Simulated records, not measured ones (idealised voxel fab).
voxel gate over fins: a process module
In the cross-section labelled cut, the width is 300 nm and each square cell is 5 nm.
Cross-section = grid of square cells, listed top down in bands; band = one or more rows. It is stipulated that each band's entry specify, in nanometres, the height of the top of the band and then that of its bottom, followed by the materials of the band in left-to-right sequence, each together with its width in nanometres. A single material marked by the word "all across" is understood to fill the band from edge to edge; the word "air" is understood to denote empty space. Convention: height 0 is the level below which the wafer, as received, is all one material. The lowest band does not terminate at the bottom but continues downward, represented as "0 and below". When a width is written as two numbers, as in "30 to 40", the first number is the width in the top row of cells of the band and the second is the width in its bottom row, and the width changes by the same amount from each row to the next. The cross-section has no changed cell in any step marked "same as before". "Closed void table": sealed empty spaces, 8 cells or more, no open way to top, listed width x height at distance, with distance from the left edge and width, height and distance in nm. Heads up: the bit after the settings on a step's line is the simulator's remark on that step. On any step carrying a mask, the "overlay nm" setting, if present on the step's line, tells how far right of its planned place the mask lay; negative values point to the left.

**These are the steps we planned for the process**
| 1 | RECEIVE,material Si |
| 2 | CONFORMAL_DEP,material SiN,thk nm 5 |
| 3 | DIRECTIONAL_DEP,material aC,thk nm 10 |
| 4 | PATTERN,tone cover,mask id FINS,material resist,width nm 15,pitch nm 50,thk nm 25,overlay nm 0 |
| 5 | DIRECTIONAL_ETCH,etch materials aC,depth nm 10 |
| 6 | STRIP,etch materials resist |
| 7 | DIRECTIONAL_ETCH,etch materials SiN,depth nm 5 |
| 8 | DIRECTIONAL_ETCH,etch materials Si,depth nm 40 |
| 9 | STRIP,etch materials aC |
| 10 | OXIDIZE,depth nm 5 |
| 11 | FILL_DEP,material SiO2,thk nm 15 |
| 12 | CMP,height nm 5 |
| 13 | PATTERN,tone open,mask id RAIL,material resist,width nm 15,thk nm 20,overlay nm 0 |
| 14 | DIRECTIONAL_ETCH,etch materials SiO2,depth nm 40 |
| 15 | STRIP,etch materials resist |
| 16 | CONFORMAL_DEP,material TiN,thk nm 5 |
| 17 | FILL_DEP,material W,thk nm 5 |
| 18 | CMP,height nm 5 |
| 19 | SELECTIVE_ETCH,etch materials W Ru TiN,depth nm 30 |
| 20 | FILL_DEP,material SiO2,thk nm 5 |
| 21 | CMP,height nm 5 |
| 22 | SELECTIVE_ETCH,etch materials SiO2,depth nm 20 |
| 23 | STRIP,etch materials SiN |
| 24 | CONFORMAL_DEP,material HfO2,thk nm 5 |
| 25 | CONFORMAL_DEP,material TiN,thk nm 5 |
| 26 | CONFORMAL_DEP,material TiAl,thk nm 5 |
| 27 | CONFORMAL_DEP,material TiN,thk nm 5 |
| 28 | FILL_DEP,material W,thk nm 10 |
| 29 | CMP,height nm 25 |
| 30 | CONFORMAL_DEP,material SiCN,thk nm 5 |

**Cross-section of the wafer upon arrival, representing the state reached after step 1**
- 0 and below = Si all across
- Closed void table: none

**Run as planned - first of the two wafers cross-sectioned at the end of the module**
- 30 down to 25 = SiCN all across
- 25 down to 20 = W all across
- 20 down to 15 = 75 W, 45 TiN, 5 W, 45 TiN, 5 W, 45 TiN, 80 W
- 15 down to 10 = 75 W, 5 TiN, 35 TiAl, 5 TiN, 5 W, 5 TiN, 35 TiAl, 5 TiN, 5 W, 5 TiN, 35 TiAl, 5 TiN, 80 W
- 10 down to 5 = 75 W, 5 TiN, 5 TiAl, 25 TiN, 5 TiAl, 5 TiN, 5 W, 5 TiN, 5 TiAl, 25 TiN, 5 TiAl, 5 TiN, 5 W, 5 TiN, 5 TiAl, 25 TiN, 5 TiAl, 5 TiN, 80 W
- 5 down to 0 = 80 TiN, 5 TiAl, 5 TiN, 15 HfO2, 5 TiN, 5 TiAl, 15 TiN, 5 TiAl, 5 TiN, 15 HfO2, 5 TiN, 5 TiAl, 15 TiN, 5 TiAl, 5 TiN, 15 HfO2, 5 TiN, 5 TiAl, 85 TiN
- 0 down to -5 = 85 TiAl, 5 TiN, 5 HfO2, 5 Si, 5 HfO2, 5 TiN, 25 TiAl, 5 TiN, 5 HfO2, 5 Si, 5 HfO2, 5 TiN, 25 TiAl, 5 TiN, 5 HfO2, 5 Si, 5 HfO2, 5 TiN, 90 TiAl
- -5 down to -10 = 90 TiN, 5 HfO2, 5 Si, 5 HfO2, 35 TiN, 5 HfO2, 5 Si, 5 HfO2, 35 TiN, 5 HfO2, 5 Si, 5 HfO2, 95 TiN
- -10 down to -15 = 95 HfO2, 5 Si, 45 HfO2, 5 Si, 45 HfO2, 5 Si, 100 HfO2
- -15 down to -25 = 95 SiO2, 5 Si, 45 SiO2, 5 Si, 45 SiO2, 5 Si, 100 SiO2
- -25 down to -30 = 95 SiO2, 5 Si, 15 SiO2, 5 TiN, 5 W, 5 TiN, 15 SiO2, 5 Si, 45 SiO2, 5 Si, 100 SiO2
- -30 down to -35 = 95 SiO2, 5 Si, 15 SiO2, 15 TiN, 15 SiO2, 5 Si, 45 SiO2, 5 Si, 100 SiO2
- -35 down to -45 = 95 SiO2, 5 Si, 45 SiO2, 5 Si, 45 SiO2, 5 Si, 100 SiO2
- -45 and below = Si all across
- Closed void table: none

**Now the second wafer, cross-sectioned at the end of the module. Nothing different at the start, nothing different in the plan compared with the first, just one mistake when it was actually run**
- 30 down to 25 = SiCN all across
- 25 down to 20 = W all across
- 20 down to 15 = 75 W, 45 TiN, 5 W, 45 TiN, 5 W, 45 TiN, 80 W
- 15 down to 10 = 75 W, 5 TiN, 35 TiAl, 5 TiN, 5 W, 5 TiN, 35 TiAl, 5 TiN, 5 W, 5 TiN, 35 TiAl, 5 TiN, 80 W
- 10 down to 5 = 75 W, 5 TiN, 5 TiAl, 25 TiN, 5 TiAl, 5 TiN, 5 W, 5 TiN, 5 TiAl, 25 TiN, 5 TiAl, 5 TiN, 5 W, 5 TiN, 5 TiAl, 25 TiN, 5 TiAl, 5 TiN, 80 W
- 5 down to 0 = 80 TiN, 5 TiAl, 5 TiN, 15 HfO2, 5 TiN, 5 TiAl, 15 TiN, 5 TiAl, 5 TiN, 15 HfO2, 5 TiN, 5 TiAl, 15 TiN, 5 TiAl, 5 TiN, 15 HfO2, 5 TiN, 5 TiAl, 85 TiN
- 0 down to -5 = 85 TiAl, 5 TiN, 5 HfO2, 5 Si, 5 HfO2, 5 TiN, 25 TiAl, 5 TiN, 5 HfO2, 5 Si, 5 HfO2, 5 TiN, 25 TiAl, 5 TiN, 5 HfO2, 5 Si, 5 HfO2, 5 TiN, 90 TiAl
- -5 down to -10 = 90 TiN, 5 HfO2, 5 Si, 5 HfO2, 35 TiN, 5 HfO2, 5 Si, 5 HfO2, 35 TiN, 5 HfO2, 5 Si, 5 HfO2, 95 TiN
- -10 down to -15 = 95 HfO2, 5 Si, 45 HfO2, 5 Si, 45 HfO2, 5 Si, 100 HfO2
- -15 down to -25 = 95 SiO2, 5 Si, 45 SiO2, 5 Si, 45 SiO2, 5 Si, 100 SiO2
- -25 down to -30 = 95 SiO2, 5 Si, 10 SiO2, 5 TiN, 15 W, 5 TiN, 10 SiO2, 5 Si, 45 SiO2, 5 Si, 100 SiO2
- -30 down to -35 = 95 SiO2, 5 Si, 10 SiO2, 25 TiN, 10 SiO2, 5 Si, 45 SiO2, 5 Si, 100 SiO2
- -35 down to -45 = 95 SiO2, 5 Si, 45 SiO2, 5 Si, 45 SiO2, 5 Si, 100 SiO2
- -45 and below = Si all across
- Closed void table: none
It is concluded that the wafer was processed incorrectly with respect to the plan, in that step 13 did not use the planned setting and instead ran as PATTERN,tone open,mask id RAIL,material resist,width nm 25,thk nm 20,overlay nm 0
Heads up, by the end the second wafer has more or fewer cells of some materials compared to the first: -4 SiO2; +2 TiN; +2 W
